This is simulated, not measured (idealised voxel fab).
Presented below is a process module, voxel tone inversion.
Cross-section cut: width 230 nm, square cells of 5 nm.
Cross-sections here: square-cell grids, written as top-down lists of bands, a band being one or more rows of cells. What a band's entry tells you: where the top is and where the bottom is, as heights in nm, and after that what lies inside, material by material from left to right, each with its width in nm. Empty space is written as the word "blank", and a single material marked with the word "throughout" occupies the band from edge to edge. Heights are measured from 0, the level below which the as-received wafer is all one material; the lowest band has no bottom and continues downward, written as in "0 and below". A width such as "30..40" changes by the same amount from each row of cells to the next, from the band's top row to its bottom row. The designation "stayed the same", where it is given for a processing step, indicates that no cell of the cross-section was altered in the course of that step. Empty spaces without an open route to the top, at least 8 cells in extent, make up the entry "Sealed void listing"; each is given as width x height at distance, where the distance is measured from the left edge, and all are in nm. Whatever follows a step's settings on its line is a remark the simulator itself makes about that step. "overlay nm" denotes, for a step that has a mask, the displacement of the mask to the right of its planned place, with negative values corresponding to the left.

The planned process steps are enumerated hereunder
1. RECEIVE,material Si
2. CONFORMAL_DEP,material SiN,thk nm 5
3. DIRECTIONAL_DEP,material aC,thk nm 15
4. PATTERN,tone cover,mask id POSTS,material resist,width nm 25,pitch nm 40,thk nm 20,overlay nm 0
5. DIRECTIONAL_ETCH,etch materials aC,depth nm 15
6. STRIP,etch materials resist
7. FILL_DEP,material lowk,thk nm 10
8. CMP,height nm 20
9. STRIP,etch materials aC
10. CONFORMAL_DEP,material TiN,thk nm 5
11. FILL_DEP,material Ru,thk nm 5
12. CMP,height nm 20
13. CONFORMAL_DEP,material SiN,thk nm 5

Incoming wafer, cross-sectional view, post step 1
  0 and below | Si throughout
  Sealed void listing: none

First of two wafers at the end of the module, shown in cross-section; run carried out as planned
  25 down to 20 | SiN throughout
  20 down to 10 | lowk: 80  TiN: 5  Ru: 15  TiN: 5  lowk: 15  TiN: 5  Ru: 15  TiN: 5  lowk: 85
  10 down to 5 | lowk: 80  TiN: 25  lowk: 15  TiN: 25  lowk: 85
  5 down to 0 | SiN throughout
  0 and below | Si throughout
  Sealed void listing: none

Module end: cross-section of wafer two of two. Same start and process plan as the first wafer. One mistake during execution
  25 down to 20 | SiN throughout
  20 down to 10 | lowk: 85  TiN: 5  Ru: 5  TiN: 5  lowk: 25  TiN: 5  Ru: 5  TiN: 5  lowk: 90
  10 down to 5 | lowk: 85  TiN: 15  lowk: 25  TiN: 15  lowk: 90
  5 down to 0 | SiN throughout
  0 and below | Si throughout
  Sealed void listing: none
In executing the process, a mistake was made relative to the plan: the process deviated at step 4: the operation and settings actually run there were PATTERN,tone cover,mask id POSTS,material resist,width nm 15,pitch nm 40,thk nm 20,overlay nm 0
Looking at both finished wafers in cells, the second ends up ahead of or behind the first on some materials: Ru: 8 fewer; TiN: 4 fewer; lowk: 12 more
